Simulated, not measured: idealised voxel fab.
This is a process module. Its name is voxel gate over fins.
The width of the displayed cross-section, cut, is 240 nm; its cells are square, with a size of 5 nm.
Format of a cross-section: grid, square cells. Given as bands. Order: top down. Band: one or more rows of cells. Top, bottom (nm), then materials left to right with widths (nm); lone material tagged "all across" fills the whole band edge to edge; "empty" = empty space. Convention: height 0 is the level below which the wafer, as received, is all one material. The lowest band does not terminate at the bottom but continues downward, represented as "0..down". A width such as "30 to 40" changes by the same amount from each row of cells to the next, from the band's top row to its bottom row. Step note "remained the same" = no cross-section cell changed. Empty spaces without an open route to the top, at least 8 cells in extent, make up the entry "Sealed internal cavities"; each is given as width x height at distance, where the distance is measured from the left edge, and all are in nm. On a step's line, text after the settings is the simulator commenting on that step. Regarding "overlay nm": on a step with a mask, it is the distance the mask lay to the right of its planned place; a negative value places it to the left.

The planned process steps are enumerated hereunder
1,RECEIVE (material Si)
2,CONFORMAL_DEP (material SiN; thk nm 5)
3,PATTERN (tone cover; mask id FINS; material resist; width nm 15; pitch nm 55; thk nm 20; overlay nm 0)
4,DIRECTIONAL_ETCH (etch materials SiN; depth nm 5)
5,DIRECTIONAL_ETCH (etch materials Si; depth nm 35)
6,STRIP (etch materials resist)
7,OXIDIZE (depth nm 5)
8,FILL_DEP (material SiO2; thk nm 15)
9,CMP (height nm 5)
10,MASKED_ETCH (tone open; mask id RAIL; width nm 15; etch materials SiO2; depth nm 35; overlay nm 0)
11,CONFORMAL_DEP (material TiN; thk nm 5)
12,FILL_DEP (material Ru; thk nm 10)
13,CMP (height nm 5)
14,SELECTIVE_ETCH (etch materials W Ru TiN; depth nm 25)
15,FILL_DEP (material SiO2; thk nm 5)
16,CMP (height nm 5)
17,SELECTIVE_ETCH (etch materials SiO2; depth nm 15)
18,STRIP (etch materials SiN)
19,CONFORMAL_DEP (material HfO2; thk nm 5)
20,CONFORMAL_DEP (material TiN; thk nm 5)
21,CONFORMAL_DEP (material TiAl; thk nm 5)
22,CONFORMAL_DEP (material TiN; thk nm 5)
23,FILL_DEP (material W; thk nm 10)
24,CMP (height nm 25)
25,CONFORMAL_DEP (material SiCN; thk nm 10)

Wafer cross-section on receipt, i.e. after step 1
> 0..down = Si all across
> Sealed internal cavities: none

End state of the module in cross-section, given the above starting point and plan and one mistake in execution
> 35..25 = SiCN all across
> 25..20 = W all across
> 20..15 = W (70); TiN (45); W (10); TiN (45); W (70)
> 15..10 = W (70); TiN (5); TiAl (35); TiN (5); W (10); TiN (5); TiAl (35); TiN (5); W (70)
> 10..5 = W (70); TiN (5); TiAl (5); TiN (25); TiAl (5); TiN (5); W (10); TiN (5); TiAl (5); TiN (25); TiAl (5); TiN (5); W (70)
> 5..0 = W (70); TiN (5); TiAl (5); TiN (5); HfO2 (15); TiN (5); TiAl (5); TiN (5); W (10); TiN (5); TiAl (5); TiN (5); HfO2 (15); TiN (5); TiAl (5); TiN (5); W (70)
> 0..-5 = W (70); TiN (5); TiAl (5); TiN (5); HfO2 (5); Si (5); HfO2 (5); TiN (5); TiAl (5); TiN (20); TiAl (5); TiN (5); HfO2 (5); Si (5); HfO2 (5); TiN (5); TiAl (5); TiN (5); W (70)
> -5..-10 = TiN (75); TiAl (5); TiN (5); HfO2 (5); Si (5); HfO2 (5); TiN (5); TiAl (30); TiN (5); HfO2 (5); Si (5); HfO2 (5); TiN (5); TiAl (5); TiN (75)
> -10..-15 = TiAl (80); TiN (5); HfO2 (5); Si (5); HfO2 (5); TiN (40); HfO2 (5); Si (5); HfO2 (5); TiN (5); TiAl (80)
> -15..-20 = TiN (85); HfO2 (5); Si (5); HfO2 (5); TiN (5); HfO2 (25); TiN (10); HfO2 (5); Si (5); HfO2 (5); TiN (85)
> -20..-25 = HfO2 (90); Si (5); HfO2 (15); TiN (5); Ru (5); TiN (5); HfO2 (20); Si (5); HfO2 (90)
> -25..-30 = SiO2 (90); Si (5); SiO2 (15); TiN (15); SiO2 (20); Si (5); SiO2 (90)
> -30..-40 = SiO2 (90); Si (5); SiO2 (50); Si (5); SiO2 (90)
> -40..down = Si all across
> Sealed internal cavities: none
So what did we get wrong on this run? yeah, plan step 17 got run twice
